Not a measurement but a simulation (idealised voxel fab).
process module | voxel spacer lines
cross-section cut | 280 nm wide | cells 5 nm
A cross-section is a grid of square cells, given in bands from the top down. A band is one or more rows of cells.
Each band's line starts with the height of the band's top and of its bottom, in nm. Then come its materials from left to right, each with its width in nm. One material with "throughout" fills the band from edge to edge. "air" is empty space.
Height 0 is the level under which the wafer as received is all one material. The lowest band goes on downwards, as in "0 down".
A width such as "30 to 40" changes by the same amount from each row of cells to the next, from the band's top row to its bottom row.
"no change" after a step means that no cell of the cross-section changed.
closed voids: empty space of 8 cells or more with no open way to the top, each as width x height at its distance from the left edge, in nm
after a step's settings: what the simulator itself notes on the step
overlay nm, on a step with a mask: how far to the right of its planned place the mask lay; to the left if negative
plan
1 op RECEIVE | material Si
2 op CONFORMAL_DEP | material Al2O3 | thk nm 5
3 op DIRECTIONAL_DEP | material SiN | thk nm 20
4 op DIRECTIONAL_DEP | material polySi | thk nm 25
5 op PATTERN | tone cover | mask id MANDREL | material resist | width nm 20 | pitch nm 60 | thk nm 30 | overlay nm 0
6 op DIRECTIONAL_ETCH | etch materials polySi | depth nm 25
7 op STRIP | etch materials resist
8 op CONFORMAL_DEP | material SiO2 | thk nm 10
9 op DIRECTIONAL_ETCH | etch materials SiO2 | depth nm 10
10 op STRIP | etch materials polySi
11 op DIRECTIONAL_ETCH | etch materials SiN | depth nm 20
12 op STRIP | etch materials SiO2
as received, after step 1
  0 down: Si throughout
  closed voids: none
a wafer at the end: this start, this plan, one mistake
  25 to 5: air 70 | SiN 20 | air 40 | SiN 20 | air 40 | SiN 20 | air 70
  5 to 0: Al2O3 throughout
  0 down: Si throughout
  closed voids: none
what went wrong: step 5 ran as: op PATTERN | tone open | mask id MANDREL | material resist | width nm 20 | pitch nm 60 | thk nm 30 | overlay nm 0
